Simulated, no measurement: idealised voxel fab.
Documented hereafter: the process module known as voxel self aligned vias.
280 nm wide, 5 nm square cells: that's cross-section cut.
Just so we're on the same page, the cross-sections are grids of square cells, and they're listed out in bands top to bottom, each band one or more rows deep.
Look at the band entry: it leads with the top's height and the bottom's height in nm. Then it lists the materials left to right, with a width in nm for each. The word "edge to edge" on a single material says that material fills the band edge to edge. The word "empty" is empty space.
Below 0: as-received wafer, all one material; heights counted from there. Lowest band: no bottom, goes on down, written "0 -> down".
The two numbers in a width such as "30 to 40" mark its ends across the band: the first belongs to the top row of cells, the second to the bottom row, and from each row to the next the width moves by the same amount.
"no modification" means the step left every cell of the cross-section as it was.
Each empty space that has no open way to the top and spans at least 8 cells appears under "Voids, enclosed" as width x height at distance, the distance counted from the left edge, all in nm.
Read whatever lies past the settings on a step's line as the simulator's own remark about the step.
overlay nm: how far to the right of its planned place the mask lay on this masked step (negative: to the left).

# Set out below are the planned steps of the process
- 1: RECEIVE, material Si
- 2: CONFORMAL_DEP, material SiO2, thk nm 15
- 3: CONFORMAL_DEP, material SiCN, thk nm 5
- 4: DIRECTIONAL_DEP, material SiO2, thk nm 30
- 5: DIRECTIONAL_DEP, material aC, thk nm 10
- 6: PATTERN, tone open, mask id LINES, material resist, width nm 20, pitch nm 45, thk nm 25, overlay nm 0
- 7: DIRECTIONAL_ETCH, etch materials aC, depth nm 10
- 8: STRIP, etch materials resist
- 9: DIRECTIONAL_ETCH, etch materials SiO2, depth nm 30
- 10: STRIP, etch materials aC
- 11: CONFORMAL_DEP, material TiN, thk nm 5
- 12: FILL_DEP, material Ru, thk nm 5
- 13: CMP, height nm 50
- 14: SELECTIVE_ETCH, etch materials W Ru TiN, depth nm 10
- 15: FILL_DEP, material SiN, thk nm 5
- 16: CMP, height nm 50
- 17: DIRECTIONAL_DEP, material SiO2, thk nm 15
- 18: DIRECTIONAL_DEP, material aC, thk nm 10
- 19: PATTERN, tone open, mask id VIAS, material resist, width nm 30, thk nm 25, overlay nm 0
- 20: DIRECTIONAL_ETCH, etch materials aC, depth nm 10
- 21: STRIP, etch materials resist
- 22: DIRECTIONAL_ETCH, etch materials SiO2, depth nm 15
- 23: DIRECTIONAL_ETCH, etch materials SiN, depth nm 10
- 24: STRIP, etch materials aC
- 25: CONFORMAL_DEP, material TiN, thk nm 5
- 26: FILL_DEP, material Ru, thk nm 10
- 27: CMP, height nm 65
- 28: CONFORMAL_DEP, material SiCN, thk nm 5

# The first of two wafers, run as planned

# Shown in cross-section is the wafer as received, that is, as it stands after step 1
> 0 -> down  Si edge to edge
> Voids, enclosed: none

# Wafer xsec, post step 2
> 15 -> 0  SiO2 edge to edge
> For the remainder of the cross-section, below 0, there is no change.

# Wafer xsec, post step 3
> 20 -> 15  SiCN edge to edge
> For the remainder of the cross-section, below 15, there is no change.

# Wafer xsec, post step 4
> 50 -> 20  SiO2 edge to edge
> For the remainder of the cross-section, below 20, there is no change.

# Wafer xsec, post step 5
> 60 -> 50  aC edge to edge
> For the remainder of the cross-section, below 50, there is no change.

# Wafer xsec, post step 6
> 85 -> 60  resist: 105 / empty: 20 / resist: 25 / empty: 20 / resist: 110
> For the remainder of the cross-section, below 60, there is no change.

# Wafer xsec, post step 7
> 75 -> 60  resist: 105 / empty: 20 / resist: 25 / empty: 20 / resist: 110
> 60 -> 50  aC: 105 / empty: 20 / aC: 25 / empty: 20 / aC: 110
> For the remainder of the cross-section, below 50, there is no change.

# Wafer xsec, post step 8
> 60 -> 50  aC: 105 / empty: 20 / aC: 25 / empty: 20 / aC: 110
> For the remainder of the cross-section, below 50, there is no change.

# Wafer xsec, post step 9
> 60 -> 50  aC: 105 / empty: 20 / aC: 25 / empty: 20 / aC: 110
> 50 -> 20  SiO2: 105 / empty: 20 / SiO2: 25 / empty: 20 / SiO2: 110
> For the remainder of the cross-section, below 20, there is no change.

# Wafer xsec, post step 10
> 50 -> 20  SiO2: 105 / empty: 20 / SiO2: 25 / empty: 20 / SiO2: 110
> For the remainder of the cross-section, below 20, there is no change.

# Wafer xsec, post step 11
> 55 -> 50  TiN: 110 / empty: 10 / TiN: 35 / empty: 10 / TiN: 115
> 50 -> 25  SiO2: 105 / TiN: 5 / empty: 10 / TiN: 5 / SiO2: 25 / TiN: 5 / empty: 10 / TiN: 5 / SiO2: 110
> 25 -> 20  SiO2: 105 / TiN: 20 / SiO2: 25 / TiN: 20 / SiO2: 110
> For the remainder of the cross-section, below 20, there is no change.

# Wafer xsec, post step 12
> 60 -> 55  Ru edge to edge
> 55 -> 50  TiN: 110 / Ru: 10 / TiN: 35 / Ru: 10 / TiN: 115
> 50 -> 25  SiO2: 105 / TiN: 5 / Ru: 10 / TiN: 5 / SiO2: 25 / TiN: 5 / Ru: 10 / TiN: 5 / SiO2: 110
> For the remainder of the cross-section, below 25, there is no change.

# Wafer xsec, post step 13
> 50 -> 25  SiO2: 105 / TiN: 5 / Ru: 10 / TiN: 5 / SiO2: 25 / TiN: 5 / Ru: 10 / TiN: 5 / SiO2: 110
> For the remainder of the cross-section, below 25, there is no change.

# Wafer xsec, post step 14
> 50 -> 40  SiO2: 105 / empty: 20 / SiO2: 25 / empty: 20 / SiO2: 110
> For the remainder of the cross-section, below 40, there is no change.

# Wafer xsec, post step 15
> 55 -> 50  SiN edge to edge
> 50 -> 40  SiO2: 105 / SiN: 20 / SiO2: 25 / SiN: 20 / SiO2: 110
> For the remainder of the cross-section, below 40, there is no change.

# Wafer xsec, post step 16
> 50 -> 40  SiO2: 105 / SiN: 20 / SiO2: 25 / SiN: 20 / SiO2: 110
> For the remainder of the cross-section, below 40, there is no change.

# Wafer xsec, post step 17
> 65 -> 50  SiO2 edge to edge
> For the remainder of the cross-section, below 50, there is no change.

# Wafer xsec, post step 18
> 75 -> 65  aC edge to edge
> For the remainder of the cross-section, below 65, there is no change.

# Wafer xsec, post step 19
> 100 -> 75  resist: 100 / empty: 30 / resist: 150
> For the remainder of the cross-section, below 75, there is no change.

# Wafer xsec, post step 20
> 90 -> 75  resist: 100 / empty: 30 / resist: 150
> 75 -> 65  aC: 100 / empty: 30 / aC: 150
> For the remainder of the cross-section, below 65, there is no change.

# Wafer xsec, post step 21
> 75 -> 65  aC: 100 / empty: 30 / aC: 150
> For the remainder of the cross-section, below 65, there is no change.

# Wafer xsec, post step 22
> 75 -> 65  aC: 100 / empty: 30 / aC: 150
> 65 -> 50  SiO2: 100 / empty: 30 / SiO2: 150
> For the remainder of the cross-section, below 50, there is no change.

# Wafer xsec, post step 23
> 75 -> 65  aC: 100 / empty: 30 / aC: 150
> 65 -> 50  SiO2: 100 / empty: 30 / SiO2: 150
> 50 -> 40  SiO2: 105 / empty: 20 / SiO2: 25 / SiN: 20 / SiO2: 110
> For the remainder of the cross-section, below 40, there is no change.

# Wafer xsec, post step 24
> 65 -> 50  SiO2: 100 / empty: 30 / SiO2: 150
> For the remainder of the cross-section, below 50, there is no change.

# Wafer xsec, post step 25
> 70 -> 65  TiN: 105 / empty: 20 / TiN: 155
> 65 -> 55  SiO2: 100 / TiN: 5 / empty: 20 / TiN: 5 / SiO2: 150
> 55 -> 50  SiO2: 100 / TiN: 10 / empty: 10 / TiN: 10 / SiO2: 150
> 50 -> 45  SiO2: 105 / TiN: 5 / empty: 10 / TiN: 5 / SiO2: 25 / SiN: 20 / SiO2: 110
> 45 -> 40  SiO2: 105 / TiN: 20 / SiO2: 25 / SiN: 20 / SiO2: 110
> For the remainder of the cross-section, below 40, there is no change.

# Wafer xsec, post step 26
> 80 -> 70  Ru edge to edge
> 70 -> 65  TiN: 105 / Ru: 20 / TiN: 155
> 65 -> 55  SiO2: 100 / TiN: 5 / Ru: 20 / TiN: 5 / SiO2: 150
> 55 -> 50  SiO2: 100 / TiN: 10 / Ru: 10 / TiN: 10 / SiO2: 150
> 50 -> 45  SiO2: 105 / TiN: 5 / Ru: 10 / TiN: 5 / SiO2: 25 / SiN: 20 / SiO2: 110
> For the remainder of the cross-section, below 45, there is no change.

# Wafer xsec, post step 27
> 65 -> 55  SiO2: 100 / TiN: 5 / Ru: 20 / TiN: 5 / SiO2: 150
> For the remainder of the cross-section, below 55, there is no change.

# Wafer xsec, post step 28
> 70 -> 65  SiCN edge to edge
> For the remainder of the cross-section, below 65, there is no change.

# Wafer two of two - same starting point, same process plan, one mistake in execution; matches wafer one up to and including step 1

# X-section, second wafer, when step 2 was due to finish
> 5 -> 0  SiCN edge to edge
> For the remainder of the cross-section, below 0, there is no change.

# X-section, second wafer, when step 3 was due to finish
> 20 -> 5  SiO2 edge to edge
> For the remainder of the cross-section, below 5, there is no change.

# X-section, second wafer, when step 4 was due to finish
> 50 -> 5  SiO2 edge to edge
> For the remainder of the cross-section, below 5, there is no change.

# X-section, second wafer, when step 5 was due to finish
> 60 -> 50  aC edge to edge
> For the remainder of the cross-section, below 50, there is no change.

# X-section, second wafer, when step 6 was due to finish
> 85 -> 60  resist: 105 / empty: 20 / resist: 25 / empty: 20 / resist: 110
> For the remainder of the cross-section, below 60, there is no change.

# X-section, second wafer, when step 7 was due to finish
> 75 -> 60  resist: 105 / empty: 20 / resist: 25 / empty: 20 / resist: 110
> 60 -> 50  aC: 105 / empty: 20 / aC: 25 / empty: 20 / aC: 110
> For the remainder of the cross-section, below 50, there is no change.

# X-section, second wafer, when step 8 was due to finish
> 60 -> 50  aC: 105 / empty: 20 / aC: 25 / empty: 20 / aC: 110
> For the remainder of the cross-section, below 50, there is no change.

# X-section, second wafer, when step 9 was due to finish
> 60 -> 50  aC: 105 / empty: 20 / aC: 25 / empty: 20 / aC: 110
> 50 -> 20  SiO2: 105 / empty: 20 / SiO2: 25 / empty: 20 / SiO2: 110
> For the remainder of the cross-section, below 20, there is no change.

# X-section, second wafer, when step 10 was due to finish
> 50 -> 20  SiO2: 105 / empty: 20 / SiO2: 25 / empty: 20 / SiO2: 110
> For the remainder of the cross-section, below 20, there is no change.

# X-section, second wafer, when step 11 was due to finish
> 55 -> 50  TiN: 110 / empty: 10 / TiN: 35 / empty: 10 / TiN: 115
> 50 -> 25  SiO2: 105 / TiN: 5 / empty: 10 / TiN: 5 / SiO2: 25 / TiN: 5 / empty: 10 / TiN: 5 / SiO2: 110
> 25 -> 20  SiO2: 105 / TiN: 20 / SiO2: 25 / TiN: 20 / SiO2: 110
> For the remainder of the cross-section, below 20, there is no change.

# X-section, second wafer, when step 12 was due to finish
> 60 -> 55  Ru edge to edge
> 55 -> 50  TiN: 110 / Ru: 10 / TiN: 35 / Ru: 10 / TiN: 115
> 50 -> 25  SiO2: 105 / TiN: 5 / Ru: 10 / TiN: 5 / SiO2: 25 / TiN: 5 / Ru: 10 / TiN: 5 / SiO2: 110
> For the remainder of the cross-section, below 25, there is no change.

# X-section, second wafer, when step 13 was due to finish
> 50 -> 25  SiO2: 105 / TiN: 5 / Ru: 10 / TiN: 5 / SiO2: 25 / TiN: 5 / Ru: 10 / TiN: 5 / SiO2: 110
> For the remainder of the cross-section, below 25, there is no change.

# X-section, second wafer, when step 14 was due to finish
> 50 -> 40  SiO2: 105 / empty: 20 / SiO2: 25 / empty: 20 / SiO2: 110
> For the remainder of the cross-section, below 40, there is no change.

# X-section, second wafer, when step 15 was due to finish
> 55 -> 50  SiN edge to edge
> 50 -> 40  SiO2: 105 / SiN: 20 / SiO2: 25 / SiN: 20 / SiO2: 110
> For the remainder of the cross-section, below 40, there is no change.

# X-section, second wafer, when step 16 was due to finish
> 50 -> 40  SiO2: 105 / SiN: 20 / SiO2: 25 / SiN: 20 / SiO2: 110
> For the remainder of the cross-section, below 40, there is no change.

# X-section, second wafer, when step 17 was due to finish
> 65 -> 50  SiO2 edge to edge
> For the remainder of the cross-section, below 50, there is no change.

# X-section, second wafer, when step 18 was due to finish
> 75 -> 65  aC edge to edge
> For the remainder of the cross-section, below 65, there is no change.

# X-section, second wafer, when step 19 was due to finish
> 100 -> 75  resist: 100 / empty: 30 / resist: 150
> For the remainder of the cross-section, below 75, there is no change.

# X-section, second wafer, when step 20 was due to finish
> 90 -> 75  resist: 100 / empty: 30 / resist: 150
> 75 -> 65  aC: 100 / empty: 30 / aC: 150
> For the remainder of the cross-section, below 65, there is no change.

# X-section, second wafer, when step 21 was due to finish
> 75 -> 65  aC: 100 / empty: 30 / aC: 150
> For the remainder of the cross-section, below 65, there is no change.

# X-section, second wafer, when step 22 was due to finish
> 75 -> 65  aC: 100 / empty: 30 / aC: 150
> 65 -> 50  SiO2: 100 / empty: 30 / SiO2: 150
> For the remainder of the cross-section, below 50, there is no change.

# X-section, second wafer, when step 23 was due to finish
> 75 -> 65  aC: 100 / empty: 30 / aC: 150
> 65 -> 50  SiO2: 100 / empty: 30 / SiO2: 150
> 50 -> 40  SiO2: 105 / empty: 20 / SiO2: 25 / SiN: 20 / SiO2: 110
> For the remainder of the cross-section, below 40, there is no change.

# X-section, second wafer, when step 24 was due to finish
> 65 -> 50  SiO2: 100 / empty: 30 / SiO2: 150
> For the remainder of the cross-section, below 50, there is no change.

# X-section, second wafer, when step 25 was due to finish
> 70 -> 65  TiN: 105 / empty: 20 / TiN: 155
> 65 -> 55  SiO2: 100 / TiN: 5 / empty: 20 / TiN: 5 / SiO2: 150
> 55 -> 50  SiO2: 100 / TiN: 10 / empty: 10 / TiN: 10 / SiO2: 150
> 50 -> 45  SiO2: 105 / TiN: 5 / empty: 10 / TiN: 5 / SiO2: 25 / SiN: 20 / SiO2: 110
> 45 -> 40  SiO2: 105 / TiN: 20 / SiO2: 25 / SiN: 20 / SiO2: 110
> For the remainder of the cross-section, below 40, there is no change.

# X-section, second wafer, when step 26 was due to finish
> 80 -> 70  Ru edge to edge
> 70 -> 65  TiN: 105 / Ru: 20 / TiN: 155
> 65 -> 55  SiO2: 100 / TiN: 5 / Ru: 20 / TiN: 5 / SiO2: 150
> 55 -> 50  SiO2: 100 / TiN: 10 / Ru: 10 / TiN: 10 / SiO2: 150
> 50 -> 45  SiO2: 105 / TiN: 5 / Ru: 10 / TiN: 5 / SiO2: 25 / SiN: 20 / SiO2: 110
> For the remainder of the cross-section, below 45, there is no change.

# X-section, second wafer, when step 27 was due to finish
> 65 -> 55  SiO2: 100 / TiN: 5 / Ru: 20 / TiN: 5 / SiO2: 150
> For the remainder of the cross-section, below 55, there is no change.

# X-section, second wafer, when step 28 was due to finish
> 70 -> 65  SiCN edge to edge
> For the remainder of the cross-section, below 65, there is no change.
It is concluded that the wafer was processed incorrectly with respect to the plan, in that step 3 occupied the plan position of step 2, and the converse holds as well
By the end, you'd get the same cell count for each material on either wafer, but the second wafer puts them somewhere else.
